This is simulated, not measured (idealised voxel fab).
A process module follows: voxel wiring stack.
Each square cell in cross-section cut measures 5 nm, and the section as a whole is 280 nm wide.
Heads up, the way a cross-section reads in here is a grid of square cells, handed over as bands from the top down, with every band being one or more rows of cells. Within each band entry, the heights of the top and of the bottom of the band appear first, in that order and in nm; the materials of the band then follow from left to right, each with its corresponding width in nm. The designation "throughout" on a single material indicates that it fills the band from edge to edge; the designation "empty" indicates empty space. Where do heights start? At 0: under that level the wafer as delivered is made of one material only. And the lowest band has no floor; it just carries on downward, as in "0 nm and below". A width given as "30->40" starts at the first number in the band's top row and ends at the second number in its bottom row, shifting by an equal amount at every step from row to row. When a step is marked "no change", none of the cells in the cross-section changed during that step. The label "Fully sealed voids" introduces a list of the empty spaces, 8 cells or larger, that have no open way up to the top; each entry in it reads width x height at distance, where the distance is taken from the left edge and all three are stated in nm. Text after the settings on a step's line: the simulator's own remark on that step. A step line may carry the setting "overlay nm", which, for steps involving a mask, states the distance by which the mask lay to the right of its intended position; negative values denote displacement to the left.
The process steps that were planned are listed below
1 RECEIVE: material Si
2 CONFORMAL_DEP: material SiO2, thk nm 10
3 CONFORMAL_DEP: material SiCN, thk nm 5
4 DIRECTIONAL_DEP: material lowk, thk nm 25
5 DIRECTIONAL_DEP: material aC, thk nm 10
6 PATTERN: tone open, mask id METAL_1, material resist, width nm 30, pitch nm 45, thk nm 30, overlay nm 0
7 DIRECTIONAL_ETCH: etch materials aC, depth nm 10
8 STRIP: etch materials resist
9 DIRECTIONAL_ETCH: etch materials lowk, depth nm 25
10 DIRECTIONAL_ETCH: etch materials SiCN, depth nm 5
11 STRIP: etch materials aC
12 CONFORMAL_DEP: material TiN, thk nm 5
13 FILL_DEP: material W, thk nm 5
14 CMP: height nm 40
15 CONFORMAL_DEP: material SiCN, thk nm 5
16 DIRECTIONAL_DEP: material SiO2, thk nm 25
17 DIRECTIONAL_DEP: material aC, thk nm 15
18 PATTERN: tone open, mask id METAL_2_HOLES, material resist, width nm 15, thk nm 30, overlay nm 0
19 DIRECTIONAL_ETCH: etch materials aC, depth nm 15
20 STRIP: etch materials resist
21 DIRECTIONAL_ETCH: etch materials SiO2, depth nm 25
22 STRIP: etch materials aC
23 PATTERN: tone open, mask id METAL_2, material resist, width nm 30, pitch nm 45, thk nm 20, overlay nm 0
24 DIRECTIONAL_ETCH: etch materials SiO2, depth nm 15
25 DIRECTIONAL_ETCH: etch materials SiCN, depth nm 5
26 STRIP: etch materials resist
27 CONFORMAL_DEP: material TiN, thk nm 5
28 FILL_DEP: material Cu, thk nm 10
29 CMP: height nm 70
30 CONFORMAL_DEP: material SiCN, thk nm 5
31 DIRECTIONAL_DEP: material SiO2, thk nm 15
32 MASKED_ETCH: tone open, mask id PLUG_2, width nm 15, pitch nm 45, etch materials SiO2, depth nm 15, overlay nm 0
33 MASKED_ETCH: tone open, mask id PLUG_2, width nm 15, pitch nm 45, etch materials SiCN, depth nm 5, overlay nm 0
34 EPI: material Ru, thk nm 10
35 EPI: material Ru, thk nm 10
36 DIRECTIONAL_DEP: material TiN, thk nm 5
37 DIRECTIONAL_DEP: material W, thk nm 20
38 PATTERN: tone cover, mask id METAL_3, material resist, width nm 30, pitch nm 45, thk nm 15, overlay nm 0
39 DIRECTIONAL_ETCH: etch materials W, depth nm 20
40 DIRECTIONAL_ETCH: etch materials TiN, depth nm 5
41 STRIP: etch materials resist
42 CONFORMAL_DEP: material SiCN, thk nm 5
43 FILL_DEP: material SiO2, thk nm 5
44 CMP: height nm 115
45 CONFORMAL_DEP: material SiCN, thk nm 5
46 DIRECTIONAL_DEP: material SiO2, thk nm 10
47 DIRECTIONAL_DEP: material aC, thk nm 15
48 PATTERN: tone open, mask id PLUG_3, material resist, width nm 15, thk nm 35, overlay nm 0
49 DIRECTIONAL_ETCH: etch materials aC, depth nm 15
50 STRIP: etch materials resist
51 DIRECTIONAL_ETCH: etch materials SiO2, depth nm 10
52 DIRECTIONAL_ETCH: etch materials SiCN, depth nm 5
53 STRIP: etch materials aC
54 CONFORMAL_DEP: material TiN, thk nm 5
55 FILL_DEP: material Ru, thk nm 10
56 CMP: height nm 130
57 CONFORMAL_DEP: material SiN, thk nm 5
58 DIRECTIONAL_DEP: material SiO2, thk nm 25
59 DIRECTIONAL_DEP: material aC, thk nm 10
60 PATTERN: tone open, mask id METAL_4, material resist, width nm 30, pitch nm 45, thk nm 25, overlay nm 0
61 DIRECTIONAL_ETCH: etch materials aC, depth nm 10
62 STRIP: etch materials resist
63 DIRECTIONAL_ETCH: etch materials SiO2, depth nm 25
64 DIRECTIONAL_ETCH: etch materials SiN, depth nm 5
65 STRIP: etch materials aC
66 CONFORMAL_DEP: material TiN, thk nm 5
67 FILL_DEP: material Cu, thk nm 5
68 CMP: height nm 160
69 CONFORMAL_DEP: material SiN, thk nm 5
This is the cross-section of the wafer as we received it, i.e. after step 1
  0 nm and below = Si throughout
  Fully sealed voids: none
The module was run from the start shown above using the plan shown above, but one mistake was made doing it; the resulting wafer cross-section is below
  165 nm to 160 nm = SiN throughout
  160 nm to 135 nm = 100 of SiO2, 5 of TiN, 20 of Cu, 5 of TiN, 15 of SiO2, 5 of TiN, 20 of Cu, 5 of TiN, 105 of SiO2
  135 nm to 130 nm = 100 of SiN, 30 of TiN, 15 of SiN, 30 of TiN, 105 of SiN
  130 nm to 120 nm = 100 of SiO2, 5 of TiN, 5 of W, 5 of TiN, 165 of SiO2
  120 nm to 115 nm = 100 of SiCN, 15 of TiN, 165 of SiCN
  115 nm to 95 nm = 95 of SiO2, 5 of SiCN, 30 of W, 5 of SiCN, 5 of SiO2, 5 of SiCN, 30 of W, 5 of SiCN, 100 of SiO2
  95 nm to 90 nm = 100 of SiCN, 30 of TiN, 15 of SiCN, 30 of TiN, 105 of SiCN
  90 nm to 75 nm = 100 of SiO2, 15 of Ru, 30 of SiO2, 15 of Ru, 120 of SiO2
  75 nm to 70 nm = 100 of SiCN, 15 of Ru, 30 of SiCN, 15 of Ru, 120 of SiCN
  70 nm to 60 nm = 100 of SiO2, 5 of TiN, 20 of Cu, 5 of TiN, 15 of SiO2, 5 of TiN, 20 of Cu, 5 of TiN, 105 of SiO2
  60 nm to 55 nm = 100 of SiO2, 5 of TiN, 5 of Cu, 20 of TiN, 15 of SiO2, 30 of TiN, 105 of SiO2
  55 nm to 45 nm = 100 of SiO2, 5 of TiN, 5 of Cu, 5 of TiN, 165 of SiO2
  45 nm to 40 nm = 100 of SiCN, 15 of TiN, 165 of SiCN
  40 nm to 15 nm = 100 of lowk, 5 of TiN, 20 of W, 5 of TiN, 15 of lowk, 5 of TiN, 20 of W, 5 of TiN, 105 of lowk
  15 nm to 10 nm = 100 of SiCN, 30 of TiN, 15 of SiCN, 30 of TiN, 105 of SiCN
  10 nm to 0 nm = SiO2 throughout
  0 nm and below = Si throughout
  Fully sealed voids: none
What was done differently from what was planned? step 55: run off-plan, actual operation and settings FILL_DEP: material W, thk nm 10
